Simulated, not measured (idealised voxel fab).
process module | voxel self aligned contacts
cross-section cut | 220 nm wide | cells 5 nm
A cross-section is a grid of square cells, given in bands from the top down. A band is one or more rows of cells.
Each band's line starts with the height of the band's top and of its bottom, in nm. Then come its materials from left to right, each with its width in nm. One material with "throughout" fills the band from edge to edge. "air" is empty space.
Height 0 is the level under which the wafer as received is all one material. The lowest band goes on downwards, as in "0 down".
A width such as "30 to 40" changes by the same amount from each row of cells to the next, from the band's top row to its bottom row.
"no change" after a step means that no cell of the cross-section changed.
closed voids: empty space of 8 cells or more with no open way to the top, each as width x height at its distance from the left edge, in nm
after a step's settings: what the simulator itself notes on the step
overlay nm, on a step with a mask: how far to the right of its planned place the mask lay; to the left if negative
plan
1 op RECEIVE | material Si
2 op CONFORMAL_DEP | material SiO2 | thk nm 5
3 op DIRECTIONAL_DEP | material polySi | thk nm 30
4 op DIRECTIONAL_DEP | material SiN | thk nm 15
5 op PATTERN | tone cover | mask id GATE | material resist | width nm 25 | pitch nm 55 | thk nm 20 | overlay nm 0
6 op DIRECTIONAL_ETCH | etch materials SiN | depth nm 15
7 op DIRECTIONAL_ETCH | etch materials polySi | depth nm 30
8 op STRIP | etch materials resist
9 op CONFORMAL_DEP | material SiN | thk nm 5
10 op DIRECTIONAL_ETCH | etch materials SiN | depth nm 5
11 op FILL_DEP | material SiO2 | thk nm 10
12 op CMP | height nm 55
13 op PATTERN | tone open | mask id CONTACT | material resist | width nm 40 | pitch nm 55 | thk nm 20 | overlay nm 0
14 op DIRECTIONAL_ETCH | etch materials SiO2 | depth nm 55
15 op STRIP | etch materials resist
16 op CONFORMAL_DEP | material TiN | thk nm 5
17 op FILL_DEP | material W | thk nm 5
18 op CMP | height nm 55
19 op CONFORMAL_DEP | material SiCN | thk nm 5
as received, after step 1
  0 down: Si throughout
  closed voids: none
first wafer at the end, as planned
  60 to 55: SiCN throughout
  55 to 50: SiO2 60 | TiN 15 | W 10 | TiN 15 | SiO2 15 | TiN 15 | W 10 | TiN 15 | SiO2 65
  50 to 35: SiO2 35 | SiN 35 | TiN 5 | W 10 | TiN 5 | SiN 35 | TiN 5 | W 10 | TiN 5 | SiN 35 | SiO2 40
  35 to 5: SiO2 35 | SiN 5 | polySi 25 | SiN 5 | TiN 5 | W 10 | TiN 5 | SiN 5 | polySi 25 | SiN 5 | TiN 5 | W 10 | TiN 5 | SiN 5 | polySi 25 | SiN 5 | SiO2 40
  5 to 0: SiO2 70 | TiN 20 | SiO2 35 | TiN 20 | SiO2 75
  0 down: Si throughout
  closed voids: none
second wafer at the end: like start, like plan, one mistake
  60 to 55: SiCN throughout
  55 to 45: SiO2 35 | SiN 35 | TiN 5 | W 10 | TiN 5 | SiN 35 | TiN 5 | W 10 | TiN 5 | SiN 35 | SiO2 40
  45 to 20: SiO2 35 | SiN 5 | polySi 25 | SiN 5 | TiN 5 | W 10 | TiN 5 | SiN 5 | polySi 25 | SiN 5 | TiN 5 | W 10 | TiN 5 | SiN 5 | polySi 25 | SiN 5 | SiO2 40
  20 to 15: SiO2 35 | SiN 5 | polySi 25 | SiN 5 | TiN 20 | SiN 5 | polySi 25 | SiN 5 | TiN 20 | SiN 5 | polySi 25 | SiN 5 | SiO2 40
  15 to 5: polySi throughout
  5 to 0: SiO2 throughout
  0 down: Si throughout
  closed voids: none
what went wrong: step 3 ran as: op DIRECTIONAL_DEP | material polySi | thk nm 40
at the end the second wafer has, in cells: 21 fewer of SiN | 35 fewer of SiO2 | 20 fewer of TiN | 12 fewer of W | 88 more of polySi
